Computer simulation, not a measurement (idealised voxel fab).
process module | voxel transistor to metal
cross-section cut | 295 nm wide | cells 5 nm
A cross-section is a grid of square cells, given in bands from the top down. A band is one or more rows of cells.
Each band's line starts with the height of the band's top and of its bottom, in nm. Then come its materials from left to right, each with its width in nm. One material with "throughout" fills the band from edge to edge. "air" is empty space.
Height 0 is the level under which the wafer as received is all one material. The lowest band goes on downwards, as in "0 down".
A width such as "30 to 40" changes by the same amount from each row of cells to the next, from the band's top row to its bottom row.
"no change" after a step means that no cell of the cross-section changed.
closed voids: empty space of 8 cells or more with no open way to the top, each as width x height at its distance from the left edge, in nm
after a step's settings: what the simulator itself notes on the step
overlay nm, on a step with a mask: how far to the right of its planned place the mask lay; to the left if negative
Each pair below shows a cross-section before one step and the cross-section after it, down to the lowest band that changed. The line under each pair gives the step between them, with its settings. The pairs can come from different runs of this module on the same starting wafer, so a pair continues from the pair above only where its "before" says so.
before
  35 to 25: air 75 | SiO2 5 | SiCN 20 | SiO2 5 | air 80 | SiO2 5 | SiCN 20 | SiO2 5 | air 80
  25 to 0: air 75 | SiO2 5 | polySi 20 | SiO2 5 | air 80 | SiO2 5 | polySi 20 | SiO2 5 | air 80
  0 to -5: air 45 | SiO2 90 | air 20 | SiO2 90 | air 50
  -5 to -10: SiO2 55 | Si 70 | SiO2 40 | Si 70 | SiO2 60
  -10 to -30: SiO2 45 | Si 90 | SiO2 20 | Si 90 | SiO2 50
  -30 down: Si throughout
  closed voids: none
after
  45 to 35: air 65 | SiN 50 | air 60 | SiN 50 | air 70
  35 to 25: air 65 | SiN 10 | SiO2 5 | SiCN 20 | SiO2 5 | SiN 10 | air 60 | SiN 10 | SiO2 5 | SiCN 20 | SiO2 5 | SiN 10 | air 70
  25 to 10: air 65 | SiN 10 | SiO2 5 | polySi 20 | SiO2 5 | SiN 10 | air 60 | SiN 10 | SiO2 5 | polySi 20 | SiO2 5 | SiN 10 | air 70
  10 to 5: air 35 | SiN 40 | SiO2 5 | polySi 20 | SiO2 5 | SiN 80 | SiO2 5 | polySi 20 | SiO2 5 | SiN 40 | air 40
  5 to 0: SiN 75 | SiO2 5 | polySi 20 | SiO2 5 | SiN 80 | SiO2 5 | polySi 20 | SiO2 5 | SiN 80
  0 to -5: SiN 45 | SiO2 90 | SiN 20 | SiO2 90 | SiN 50
  below -5: unchanged
  closed voids: none
the step between: op CONFORMAL_DEP | material SiN | thk nm 10
before: the cross-section after the pair above
after
  35 to 25: air 65 | SiN 10 | SiO2 5 | SiCN 20 | SiO2 5 | SiN 10 | air 60 | SiN 10 | SiO2 5 | SiCN 20 | SiO2 5 | SiN 10 | air 70
  25 to 0: air 65 | SiN 10 | SiO2 5 | polySi 20 | SiO2 5 | SiN 10 | air 60 | SiN 10 | SiO2 5 | polySi 20 | SiO2 5 | SiN 10 | air 70
  0 to -5: air 35 | SiN 10 | SiO2 90 | SiN 20 | SiO2 90 | SiN 10 | air 40
  below -5: unchanged
  closed voids: none
the step between: op DIRECTIONAL_ETCH | etch materials SiN | depth nm 10
before: the cross-section after the pair above
after
  35 to 30: air 65 | SiN 10 | air 5 | SiCN 20 | air 5 | SiN 10 | air 60 | SiN 10 | air 5 | SiCN 20 | air 5 | SiN 10 | air 70
  30 to 25: air 65 | SiN 10 | SiO2 5 | SiCN 20 | SiO2 5 | SiN 10 | air 60 | SiN 10 | SiO2 5 | SiCN 20 | SiO2 5 | SiN 10 | air 70
  25 to 0: air 65 | SiN 10 | SiO2 5 | polySi 20 | SiO2 5 | SiN 10 | air 60 | SiN 10 | SiO2 5 | polySi 20 | SiO2 5 | SiN 10 | air 70
  0 to -5: air 35 | SiN 10 | air 20 | SiO2 50 | air 20 | SiN 20 | air 20 | SiO2 50 | air 20 | SiN 10 | air 40
  -5 to -10: air 35 | SiO2 20 | Si 70 | SiO2 40 | Si 70 | SiO2 20 | air 40
  below -10: unchanged
  closed voids: none
the step between: op DIRECTIONAL_ETCH | etch materials SiO2 | depth nm 5
before: the cross-section after the pair above
after
  35 to 30: air 65 | SiN 10 | air 5 | SiCN 20 | air 5 | SiN 10 | air 60 | SiN 10 | air 5 | SiCN 20 | air 5 | SiN 10 | air 70
  30 to 25: air 65 | SiN 10 | SiO2 5 | SiCN 20 | SiO2 5 | SiN 10 | air 60 | SiN 10 | SiO2 5 | SiCN 20 | SiO2 5 | SiN 10 | air 70
  25 to 0: air 65 | SiN 10 | SiO2 5 | polySi 20 | SiO2 5 | SiN 10 | air 60 | SiN 10 | SiO2 5 | polySi 20 | SiO2 5 | SiN 10 | air 70
  0 to -5: air 35 | SiN 10 | air 20 | SiO2 50 | air 20 | SiN 20 | air 20 | SiO2 50 | air 20 | SiN 10 | air 40
  -5 to -10: air 35 | SiO2 20 | air 10 | Si 50 | air 10 | SiO2 40 | air 10 | Si 50 | air 10 | SiO2 20 | air 40
  below -10: unchanged
  closed voids: none
the step between: op DIRECTIONAL_ETCH | etch materials Si | depth nm 5
before: the cross-section after the pair above
after
  35 to 30: air 65 | SiN 10 | air 5 | SiCN 20 | air 5 | SiN 10 | air 60 | SiN 10 | air 5 | SiCN 20 | air 5 | SiN 10 | air 70
  30 to 25: air 65 | SiN 10 | SiO2 5 | SiCN 20 | SiO2 5 | SiN 10 | air 60 | SiN 10 | SiO2 5 | SiCN 20 | SiO2 5 | SiN 10 | air 70
  25 to 5: air 65 | SiN 10 | SiO2 5 | polySi 20 | SiO2 5 | SiN 10 | air 60 | SiN 10 | SiO2 5 | polySi 20 | SiO2 5 | SiN 10 | air 70
  5 to 0: air 55 | SiGe 10 | SiN 10 | SiO2 5 | polySi 20 | SiO2 5 | SiN 10 | SiGe 10 | air 40 | SiGe 10 | SiN 10 | SiO2 5 | polySi 20 | SiO2 5 | SiN 10 | SiGe 10 | air 60
  0 to -5: air 35 | SiN 10 | air 5 | SiGe 15 | SiO2 50 | SiGe 15 | air 5 | SiN 20 | air 5 | SiGe 15 | SiO2 50 | SiGe 15 | air 5 | SiN 10 | air 40
  -5 to -10: air 35 | SiO2 20 | SiGe 10 | Si 50 | SiGe 10 | SiO2 40 | SiGe 10 | Si 50 | SiGe 10 | SiO2 20 | air 40
  below -10: unchanged
  closed voids: none
the step between: op EPI | material SiGe | thk nm 10
before: the cross-section after the pair above
after
  40 to 35: SiO2 throughout
  35 to 25: SiO2 65 | SiN 10 | SiO2 5 | SiCN 20 | SiO2 5 | SiN 10 | SiO2 60 | SiN 10 | SiO2 5 | SiCN 20 | SiO2 5 | SiN 10 | SiO2 70
  25 to 5: SiO2 65 | SiN 10 | SiO2 5 | polySi 20 | SiO2 5 | SiN 10 | SiO2 60 | SiN 10 | SiO2 5 | polySi 20 | SiO2 5 | SiN 10 | SiO2 70
  5 to 0: SiO2 55 | SiGe 10 | SiN 10 | SiO2 5 | polySi 20 | SiO2 5 | SiN 10 | SiGe 10 | SiO2 40 | SiGe 10 | SiN 10 | SiO2 5 | polySi 20 | SiO2 5 | SiN 10 | SiGe 10 | SiO2 60
  0 to -5: SiO2 35 | SiN 10 | SiO2 5 | SiGe 15 | SiO2 50 | SiGe 15 | SiO2 5 | SiN 20 | SiO2 5 | SiGe 15 | SiO2 50 | SiGe 15 | SiO2 5 | SiN 10 | SiO2 40
  -5 to -10: SiO2 55 | SiGe 10 | Si 50 | SiGe 10 | SiO2 40 | SiGe 10 | Si 50 | SiGe 10 | SiO2 60
  below -10: unchanged
  closed voids: none
the step between: op FILL_DEP | material SiO2 | thk nm 5
before: the cross-section after the pair above
after
  30 to 25: SiO2 65 | SiN 10 | SiO2 5 | SiCN 20 | SiO2 5 | SiN 10 | SiO2 60 | SiN 10 | SiO2 5 | SiCN 20 | SiO2 5 | SiN 10 | SiO2 70
  below 25: unchanged
  closed voids: none
the step between: op CMP | height nm 30
before: the cross-section after the pair above
after
  40 to 30: SiO2 throughout
  below 30: unchanged
  closed voids: none
the step between: op DIRECTIONAL_DEP | material SiO2 | thk nm 10
before: the cross-section after the pair above
after
  60 to 40: resist 50 | air 15 | resist 50 | air 15 | resist 30 | air 15 | resist 50 | air 15 | resist 55
  below 40: unchanged
  closed voids: none
the step between: op PATTERN | tone open | mask id CONTACT | material resist | width nm 15 | thk nm 20 | overlay nm 0
before: the cross-section after the pair above
after
  60 to 40: resist 50 | air 15 | resist 50 | air 15 | resist 30 | air 15 | resist 50 | air 15 | resist 55
  40 to 30: SiO2 50 | air 15 | SiO2 50 | air 15 | SiO2 30 | air 15 | SiO2 50 | air 15 | SiO2 55
  30 to 25: SiO2 50 | air 15 | SiN 10 | SiO2 5 | SiCN 20 | SiO2 5 | SiN 10 | air 15 | SiO2 30 | air 15 | SiN 10 | SiO2 5 | SiCN 20 | SiO2 5 | SiN 10 | air 15 | SiO2 55
  25 to 5: SiO2 50 | air 15 | SiN 10 | SiO2 5 | polySi 20 | SiO2 5 | SiN 10 | air 15 | SiO2 30 | air 15 | SiN 10 | SiO2 5 | polySi 20 | SiO2 5 | SiN 10 | air 15 | SiO2 55
  5 to 0: SiO2 50 | air 5 | SiGe 10 | SiN 10 | SiO2 5 | polySi 20 | SiO2 5 | SiN 10 | SiGe 10 | air 5 | SiO2 30 | air 5 | SiGe 10 | SiN 10 | SiO2 5 | polySi 20 | SiO2 5 | SiN 10 | SiGe 10 | air 5 | SiO2 55
  below 0: unchanged
  closed voids: none
the step between: op DIRECTIONAL_ETCH | etch materials SiO2 | depth nm 45
before: the cross-section after the pair above
after
  40 to 30: SiO2 50 | air 15 | SiO2 50 | air 15 | SiO2 30 | air 15 | SiO2 50 | air 15 | SiO2 55
  below 30: unchanged
  closed voids: none
the step between: op STRIP | etch materials resist
before: the cross-section after the pair above
after
  45 to 40: TiN 55 | air 5 | TiN 60 | air 5 | TiN 40 | air 5 | TiN 60 | air 5 | TiN 60
  40 to 30: SiO2 50 | TiN 5 | air 5 | TiN 5 | SiO2 50 | TiN 5 | air 5 | TiN 5 | SiO2 30 | TiN 5 | air 5 | TiN 5 | SiO2 50 | TiN 5 | air 5 | TiN 5 | SiO2 55
  30 to 25: SiO2 50 | TiN 5 | air 5 | TiN 5 | SiN 10 | SiO2 5 | SiCN 20 | SiO2 5 | SiN 10 | TiN 5 | air 5 | TiN 5 | SiO2 30 | TiN 5 | air 5 | TiN 5 | SiN 10 | SiO2 5 | SiCN 20 | SiO2 5 | SiN 10 | TiN 5 | air 5 | TiN 5 | SiO2 55
  25 to 10: SiO2 50 | TiN 5 | air 5 | TiN 5 | SiN 10 | SiO2 5 | polySi 20 | SiO2 5 | SiN 10 | TiN 5 | air 5 | TiN 5 | SiO2 30 | TiN 5 | air 5 | TiN 5 | SiN 10 | SiO2 5 | polySi 20 | SiO2 5 | SiN 10 | TiN 5 | air 5 | TiN 5 | SiO2 55
  10 to 5: SiO2 50 | TiN 15 | SiN 10 | SiO2 5 | polySi 20 | SiO2 5 | SiN 10 | TiN 15 | SiO2 30 | TiN 15 | SiN 10 | SiO2 5 | polySi 20 | SiO2 5 | SiN 10 | TiN 15 | SiO2 55
  5 to 0: SiO2 50 | TiN 5 | SiGe 10 | SiN 10 | SiO2 5 | polySi 20 | SiO2 5 | SiN 10 | SiGe 10 | TiN 5 | SiO2 30 | TiN 5 | SiGe 10 | SiN 10 | SiO2 5 | polySi 20 | SiO2 5 | SiN 10 | SiGe 10 | TiN 5 | SiO2 55
  below 0: unchanged
  closed voids: none
the step between: op CONFORMAL_DEP | material TiN | thk nm 5
before: the cross-section after the pair above
after
  50 to 45: W throughout
  45 to 40: TiN 55 | W 5 | TiN 60 | W 5 | TiN 40 | W 5 | TiN 60 | W 5 | TiN 60
  40 to 30: SiO2 50 | TiN 5 | W 5 | TiN 5 | SiO2 50 | TiN 5 | W 5 | TiN 5 | SiO2 30 | TiN 5 | W 5 | TiN 5 | SiO2 50 | TiN 5 | W 5 | TiN 5 | SiO2 55
  30 to 25: SiO2 50 | TiN 5 | W 5 | TiN 5 | SiN 10 | SiO2 5 | SiCN 20 | SiO2 5 | SiN 10 | TiN 5 | W 5 | TiN 5 | SiO2 30 | TiN 5 | W 5 | TiN 5 | SiN 10 | SiO2 5 | SiCN 20 | SiO2 5 | SiN 10 | TiN 5 | W 5 | TiN 5 | SiO2 55
  25 to 10: SiO2 50 | TiN 5 | W 5 | TiN 5 | SiN 10 | SiO2 5 | polySi 20 | SiO2 5 | SiN 10 | TiN 5 | W 5 | TiN 5 | SiO2 30 | TiN 5 | W 5 | TiN 5 | SiN 10 | SiO2 5 | polySi 20 | SiO2 5 | SiN 10 | TiN 5 | W 5 | TiN 5 | SiO2 55
  below 10: unchanged
  closed voids: none
the step between: op FILL_DEP | material W | thk nm 5
before: the cross-section after the pair above
after
  40 to 30: SiO2 50 | TiN 5 | W 5 | TiN 5 | SiO2 50 | TiN 5 | W 5 | TiN 5 | SiO2 30 | TiN 5 | W 5 | TiN 5 | SiO2 50 | TiN 5 | W 5 | TiN 5 | SiO2 55
  below 30: unchanged
  closed voids: none
the step between: op CMP | height nm 40
before: the cross-section after the pair above
after
  45 to 40: TiN throughout
  below 40: unchanged
  closed voids: none
the step between: op DIRECTIONAL_DEP | material TiN | thk nm 5
before: the cross-section after the pair above
after
  70 to 45: Ru throughout
  below 45: unchanged
  closed voids: none
the step between: op DIRECTIONAL_DEP | material Ru | thk nm 25
before: the cross-section after the pair above
after
  70 to 45: air 50 | Ru 15 | air 50 | Ru 15 | air 30 | Ru 15 | air 50 | Ru 15 | air 55
  below 45: unchanged
  closed voids: none
the step between: op MASKED_ETCH | tone cover | mask id METAL_1 | width nm 15 | etch materials Ru | depth nm 25 | overlay nm 0
before: the cross-section after the pair above
after
  70 to 45: air 50 | Ru 15 | air 50 | Ru 15 | air 30 | Ru 15 | air 50 | Ru 15 | air 55
  45 to 40: air 50 | TiN 15 | air 50 | TiN 15 | air 30 | TiN 15 | air 50 | TiN 15 | air 55
  below 40: unchanged
  closed voids: none
the step between: op MASKED_ETCH | tone cover | mask id METAL_1 | width nm 15 | etch materials TiN | depth nm 5 | overlay nm 0
before: the cross-section after the pair above
after
  75 to 70: SiO2 throughout
  70 to 45: SiO2 50 | Ru 15 | SiO2 50 | Ru 15 | SiO2 30 | Ru 15 | SiO2 50 | Ru 15 | SiO2 55
  45 to 40: SiO2 50 | TiN 15 | SiO2 50 | TiN 15 | SiO2 30 | TiN 15 | SiO2 50 | TiN 15 | SiO2 55
  below 40: unchanged
  closed voids: none
the step between: op FILL_DEP | material SiO2 | thk nm 5
before: the cross-section after the pair above
after
  70 to 45: SiO2 50 | Ru 15 | SiO2 50 | Ru 15 | SiO2 30 | Ru 15 | SiO2 50 | Ru 15 | SiO2 55
  below 45: unchanged
  closed voids: none
the step between: op CMP | height nm 70
before: the cross-section after the pair above
after
  75 to 70: SiCN throughout
  below 70: unchanged
  closed voids: none
the step between: op CONFORMAL_DEP | material SiCN | thk nm 5
before: the cross-section after the pair above
after
  105 to 75: SiO2 throughout
  below 75: unchanged
  closed voids: none
the step between: op DIRECTIONAL_DEP | material SiO2 | thk nm 30
before: the cross-section after the pair above
after
  115 to 105: aC throughout
  below 105: unchanged
  closed voids: none
the step between: op DIRECTIONAL_DEP | material aC | thk nm 10
before: the cross-section after the pair above
after
  140 to 115: resist 50 | air 15 | resist 95 | air 15 | resist 120
  below 115: unchanged
  closed voids: none
the step between: op PATTERN | tone open | mask id METAL_2 | material resist | width nm 15 | pitch nm 110 | thk nm 25 | overlay nm 0
before: the cross-section after the pair above
after
  130 to 115: resist 50 | air 15 | resist 95 | air 15 | resist 120
  115 to 105: aC 50 | air 15 | aC 95 | air 15 | aC 120
  below 105: unchanged
  closed voids: none
the step between: op DIRECTIONAL_ETCH | etch materials aC | depth nm 10
before: the cross-section after the pair above
after
  115 to 105: aC 50 | air 15 | aC 95 | air 15 | aC 120
  below 105: unchanged
  closed voids: none
the step between: op STRIP | etch materials resist
before: the cross-section after the pair above
after
  115 to 105: aC 50 | air 15 | aC 95 | air 15 | aC 120
  105 to 90: SiO2 50 | air 15 | SiO2 95 | air 15 | SiO2 120
  below 90: unchanged
  closed voids: none
the step between: op DIRECTIONAL_ETCH | etch materials SiO2 | depth nm 15
before: the cross-section after the pair above
after
  105 to 90: SiO2 50 | air 15 | SiO2 95 | air 15 | SiO2 120
  below 90: unchanged
  closed voids: none
the step between: op STRIP | etch materials aC
before: the cross-section after the pair above
after
  105 to 75: SiO2 50 | air 15 | SiO2 95 | air 15 | SiO2 120
  below 75: unchanged
  closed voids: none
the step between: op MASKED_ETCH | tone open | mask id METAL_2_HOLES | width nm 15 | pitch nm 110 | etch materials SiO2 | depth nm 15 | overlay nm 0
before: the cross-section after the pair above
after
  105 to 75: SiO2 50 | air 15 | SiO2 95 | air 15 | SiO2 120
  75 to 70: SiCN 50 | air 15 | SiCN 95 | air 15 | SiCN 120
  below 70: unchanged
  closed voids: none
the step between: op MASKED_ETCH | tone open | mask id METAL_2_HOLES | width nm 15 | pitch nm 110 | etch materials SiCN | depth nm 5 | overlay nm 0
before: the cross-section after the pair above
after
  110 to 105: TiN 55 | air 5 | TiN 105 | air 5 | TiN 125
  105 to 75: SiO2 50 | TiN 5 | air 5 | TiN 5 | SiO2 95 | TiN 5 | air 5 | TiN 5 | SiO2 120
  75 to 70: SiCN 50 | TiN 15 | SiCN 95 | TiN 15 | SiCN 120
  below 70: unchanged
  closed voids: none
the step between: op CONFORMAL_DEP | material TiN | thk nm 5
before: the cross-section after the pair above
after
  120 to 110: Ru throughout
  110 to 105: TiN 55 | Ru 5 | TiN 105 | Ru 5 | TiN 125
  105 to 75: SiO2 50 | TiN 5 | Ru 5 | TiN 5 | SiO2 95 | TiN 5 | Ru 5 | TiN 5 | SiO2 120
  below 75: unchanged
  closed voids: none
the step between: op FILL_DEP | material Ru | thk nm 10
before: the cross-section after the pair above
after
  105 to 75: SiO2 50 | TiN 5 | Ru 5 | TiN 5 | SiO2 95 | TiN 5 | Ru 5 | TiN 5 | SiO2 120
  below 75: unchanged
  closed voids: none
the step between: op CMP | height nm 105
before: the cross-section after the pair above
after
  110 to 105: SiN throughout
  below 105: unchanged
  closed voids: none
the step between: op CONFORMAL_DEP | material SiN | thk nm 5
before
  10 to 0: air 45 | SiN 90 | air 20 | SiN 90 | air 50
  0 to -5: air 45 | SiO2 90 | air 20 | SiO2 90 | air 50
  -5 down: Si throughout
  closed voids: none
after
  10 to 0: air 45 | SiN 90 | air 20 | SiN 90 | air 50
  0 to -5: air 45 | SiO2 90 | air 20 | SiO2 90 | air 50
  -5 to -40: air 45 | Si 90 | air 20 | Si 90 | air 50
  below -40: unchanged
  closed voids: none
the step between: op MASKED_ETCH | tone cover | mask id ACTIVE | width nm 90 | pitch nm 110 | etch materials Si | depth nm 35 | overlay nm 0
before: the cross-section after the pair above
after
  25 to 10: SiO2 throughout
  10 to 0: SiO2 45 | SiN 90 | SiO2 20 | SiN 90 | SiO2 50
  0 to -5: SiO2 throughout
  -5 to -40: SiO2 45 | Si 90 | SiO2 20 | Si 90 | SiO2 50
  below -40: unchanged
  closed voids: none
the step between: op FILL_DEP | material SiO2 | thk nm 15
before: the cross-section after the pair above
after
  10 to 0: SiO2 45 | SiN 90 | SiO2 20 | SiN 90 | SiO2 50
  below 0: unchanged
  closed voids: none
the step between: op CMP | height nm 10
before: the cross-section after the pair above
after
  10 to 0: air 45 | SiN 90 | air 20 | SiN 90 | air 50
  below 0: unchanged
  closed voids: none
the step between: op SELECTIVE_ETCH | etch materials SiO2 | depth nm 10
before: the cross-section after the pair above
after
  0 to -5: SiO2 throughout
  below -5: unchanged
  closed voids: none
the step between: op STRIP | etch materials SiN
before: the cross-section after the pair above
after
  -5 to -40: SiO2 45 | Si 90 | SiO2 20 | Si 90 | SiO2 50
  below -40: unchanged
  closed voids: none
the step between: op SELECTIVE_ETCH | etch materials SiO2 | depth nm 5
before: the cross-section after the pair above
after
  -5 to -10: SiO2 throughout
  below -10: unchanged
  closed voids: none
the step between: op OXIDIZE | depth nm 5
before: the cross-section after the pair above
after
  20 to -5: polySi throughout
  below -5: unchanged
  closed voids: none
the step between: op DIRECTIONAL_DEP | material polySi | thk nm 25
before: the cross-section after the pair above
after
  30 to 20: SiCN throughout
  below 20: unchanged
  closed voids: none
the step between: op DIRECTIONAL_DEP | material SiCN | thk nm 10
before: the cross-section after the pair above
after
  30 to 20: air 80 | SiCN 20 | air 90 | SiCN 20 | air 85
  below 20: unchanged
  closed voids: none
the step between: op MASKED_ETCH | tone cover | mask id GATE | width nm 20 | pitch nm 110 | etch materials SiCN | depth nm 20 | overlay nm 0
before: the cross-section after the pair above
after
  30 to 20: air 80 | SiCN 20 | air 90 | SiCN 20 | air 85
  20 to -5: air 80 | polySi 20 | air 90 | polySi 20 | air 85
  below -5: unchanged
  closed voids: none
the step between: op MASKED_ETCH | tone cover | mask id GATE | width nm 20 | pitch nm 110 | etch materials polySi | depth nm 35 | overlay nm 0
before: the cross-section after the pair above
after
  35 to 30: air 75 | SiO2 30 | air 80 | SiO2 30 | air 80
  30 to 20: air 75 | SiO2 5 | SiCN 20 | SiO2 5 | air 80 | SiO2 5 | SiCN 20 | SiO2 5 | air 80
  20 to 0: air 75 | SiO2 5 | polySi 20 | SiO2 5 | air 80 | SiO2 5 | polySi 20 | SiO2 5 | air 80
  0 to -5: SiO2 80 | polySi 20 | SiO2 90 | polySi 20 | SiO2 85
  below -5: unchanged
  closed voids: none
the step between: op CONFORMAL_DEP | material SiO2 | thk nm 5
before: the cross-section after the pair above
after
  30 to 20: air 75 | SiO2 5 | SiCN 20 | SiO2 5 | air 80 | SiO2 5 | SiCN 20 | SiO2 5 | air 80
  20 to -5: air 75 | SiO2 5 | polySi 20 | SiO2 5 | air 80 | SiO2 5 | polySi 20 | SiO2 5 | air 80
  below -5: unchanged
  closed voids: none
the step between: op DIRECTIONAL_ETCH | etch materials SiO2 | depth nm 5
before: the cross-section after the pair above
after
  40 to 30: air 65 | SiN 50 | air 60 | SiN 50 | air 70
  30 to 20: air 65 | SiN 10 | SiO2 5 | SiCN 20 | SiO2 5 | SiN 10 | air 60 | SiN 10 | SiO2 5 | SiCN 20 | SiO2 5 | SiN 10 | air 70
  20 to 5: air 65 | SiN 10 | SiO2 5 | polySi 20 | SiO2 5 | SiN 10 | air 60 | SiN 10 | SiO2 5 | polySi 20 | SiO2 5 | SiN 10 | air 70
  5 to -5: SiN 75 | SiO2 5 | polySi 20 | SiO2 5 | SiN 80 | SiO2 5 | polySi 20 | SiO2 5 | SiN 80
  below -5: unchanged
  closed voids: none
the step between: op CONFORMAL_DEP | material SiN | thk nm 10
before: the cross-section after the pair above
after
  30 to 20: air 65 | SiN 10 | SiO2 5 | SiCN 20 | SiO2 5 | SiN 10 | air 60 | SiN 10 | SiO2 5 | SiCN 20 | SiO2 5 | SiN 10 | air 70
  20 to -5: air 65 | SiN 10 | SiO2 5 | polySi 20 | SiO2 5 | SiN 10 | air 60 | SiN 10 | SiO2 5 | polySi 20 | SiO2 5 | SiN 10 | air 70
  below -5: unchanged
  closed voids: none
the step between: op DIRECTIONAL_ETCH | etch materials SiN | depth nm 10
before: the cross-section after the pair above
after
  30 to 25: air 65 | SiN 10 | air 5 | SiCN 20 | air 5 | SiN 10 | air 60 | SiN 10 | air 5 | SiCN 20 | air 5 | SiN 10 | air 70
  25 to 20: air 65 | SiN 10 | SiO2 5 | SiCN 20 | SiO2 5 | SiN 10 | air 60 | SiN 10 | SiO2 5 | SiCN 20 | SiO2 5 | SiN 10 | air 70
  20 to -5: air 65 | SiN 10 | SiO2 5 | polySi 20 | SiO2 5 | SiN 10 | air 60 | SiN 10 | SiO2 5 | polySi 20 | SiO2 5 | SiN 10 | air 70
  -5 to -10: air 65 | SiO2 50 | air 60 | SiO2 50 | air 70
  below -10: unchanged
  closed voids: none
the step between: op DIRECTIONAL_ETCH | etch materials SiO2 | depth nm 5
before: the cross-section after the pair above
after
  30 to 25: air 65 | SiN 10 | air 5 | SiCN 20 | air 5 | SiN 10 | air 60 | SiN 10 | air 5 | SiCN 20 | air 5 | SiN 10 | air 70
  25 to 20: air 65 | SiN 10 | SiO2 5 | SiCN 20 | SiO2 5 | SiN 10 | air 60 | SiN 10 | SiO2 5 | SiCN 20 | SiO2 5 | SiN 10 | air 70
  20 to -5: air 65 | SiN 10 | SiO2 5 | polySi 20 | SiO2 5 | SiN 10 | air 60 | SiN 10 | SiO2 5 | polySi 20 | SiO2 5 | SiN 10 | air 70
  -5 to -10: air 65 | SiO2 50 | air 60 | SiO2 50 | air 70
  -10 to -15: SiO2 45 | air 20 | Si 50 | air 20 | SiO2 20 | air 20 | Si 50 | air 20 | SiO2 50
  below -15: unchanged
  closed voids: none
the step between: op DIRECTIONAL_ETCH | etch materials Si | depth nm 5
before: the cross-section after the pair above
after
  30 to 25: air 65 | SiN 10 | air 5 | SiCN 20 | air 5 | SiN 10 | air 60 | SiN 10 | air 5 | SiCN 20 | air 5 | SiN 10 | air 70
  25 to 20: air 65 | SiN 10 | SiO2 5 | SiCN 20 | SiO2 5 | SiN 10 | air 60 | SiN 10 | SiO2 5 | SiCN 20 | SiO2 5 | SiN 10 | air 70
  20 to 0: air 65 | SiN 10 | SiO2 5 | polySi 20 | SiO2 5 | SiN 10 | air 60 | SiN 10 | SiO2 5 | polySi 20 | SiO2 5 | SiN 10 | air 70
  0 to -5: air 55 | SiGe 10 | SiN 10 | SiO2 5 | polySi 20 | SiO2 5 | SiN 10 | SiGe 10 | air 40 | SiGe 10 | SiN 10 | SiO2 5 | polySi 20 | SiO2 5 | SiN 10 | SiGe 10 | air 60
  -5 to -10: air 40 | SiGe 25 | SiO2 50 | SiGe 25 | air 10 | SiGe 25 | SiO2 50 | SiGe 25 | air 45
  -10 to -15: SiO2 45 | SiGe 20 | Si 50 | SiGe 20 | SiO2 20 | SiGe 20 | Si 50 | SiGe 20 | SiO2 50
  below -15: unchanged
  closed voids: none
the step between: op EPI | material SiGe | thk nm 10
before: the cross-section after the pair above
after
  35 to 30: SiO2 throughout
  30 to 20: SiO2 65 | SiN 10 | SiO2 5 | SiCN 20 | SiO2 5 | SiN 10 | SiO2 60 | SiN 10 | SiO2 5 | SiCN 20 | SiO2 5 | SiN 10 | SiO2 70
  20 to 0: SiO2 65 | SiN 10 | SiO2 5 | polySi 20 | SiO2 5 | SiN 10 | SiO2 60 | SiN 10 | SiO2 5 | polySi 20 | SiO2 5 | SiN 10 | SiO2 70
  0 to -5: SiO2 55 | SiGe 10 | SiN 10 | SiO2 5 | polySi 20 | SiO2 5 | SiN 10 | SiGe 10 | SiO2 40 | SiGe 10 | SiN 10 | SiO2 5 | polySi 20 | SiO2 5 | SiN 10 | SiGe 10 | SiO2 60
  -5 to -10: SiO2 40 | SiGe 25 | SiO2 50 | SiGe 25 | SiO2 10 | SiGe 25 | SiO2 50 | SiGe 25 | SiO2 45
  below -10: unchanged
  closed voids: none
the step between: op FILL_DEP | material SiO2 | thk nm 5
before: the cross-section after the pair above
after
  30 to 20: SiO2 65 | SiN 10 | SiO2 5 | SiCN 20 | SiO2 5 | SiN 10 | SiO2 60 | SiN 10 | SiO2 5 | SiCN 20 | SiO2 5 | SiN 10 | SiO2 70
  below 20: unchanged
  closed voids: none
the step between: op CMP | height nm 30
before: the cross-section after the pair above
after
  40 to 30: SiO2 throughout
  below 30: unchanged
  closed voids: none
the step between: op DIRECTIONAL_DEP | material SiO2 | thk nm 10
before: the cross-section after the pair above
after
  60 to 40: resist 50 | air 15 | resist 50 | air 15 | resist 30 | air 15 | resist 50 | air 15 | resist 55
  below 40: unchanged
  closed voids: none
the step between: op PATTERN | tone open | mask id CONTACT | material resist | width nm 15 | thk nm 20 | overlay nm 0
before: the cross-section after the pair above
after
  60 to 40: resist 50 | air 15 | resist 50 | air 15 | resist 30 | air 15 | resist 50 | air 15 | resist 55
  40 to 30: SiO2 50 | air 15 | SiO2 50 | air 15 | SiO2 30 | air 15 | SiO2 50 | air 15 | SiO2 55
  30 to 20: SiO2 50 | air 15 | SiN 10 | SiO2 5 | SiCN 20 | SiO2 5 | SiN 10 | air 15 | SiO2 30 | air 15 | SiN 10 | SiO2 5 | SiCN 20 | SiO2 5 | SiN 10 | air 15 | SiO2 55
  20 to 0: SiO2 50 | air 15 | SiN 10 | SiO2 5 | polySi 20 | SiO2 5 | SiN 10 | air 15 | SiO2 30 | air 15 | SiN 10 | SiO2 5 | polySi 20 | SiO2 5 | SiN 10 | air 15 | SiO2 55
  0 to -5: SiO2 50 | air 5 | SiGe 10 | SiN 10 | SiO2 5 | polySi 20 | SiO2 5 | SiN 10 | SiGe 10 | air 5 | SiO2 30 | air 5 | SiGe 10 | SiN 10 | SiO2 5 | polySi 20 | SiO2 5 | SiN 10 | SiGe 10 | air 5 | SiO2 55
  below -5: unchanged
  closed voids: none
the step between: op DIRECTIONAL_ETCH | etch materials SiO2 | depth nm 45
before: the cross-section after the pair above
after
  40 to 30: SiO2 50 | air 15 | SiO2 50 | air 15 | SiO2 30 | air 15 | SiO2 50 | air 15 | SiO2 55
  below 30: unchanged
  closed voids: none
the step between: op STRIP | etch materials resist
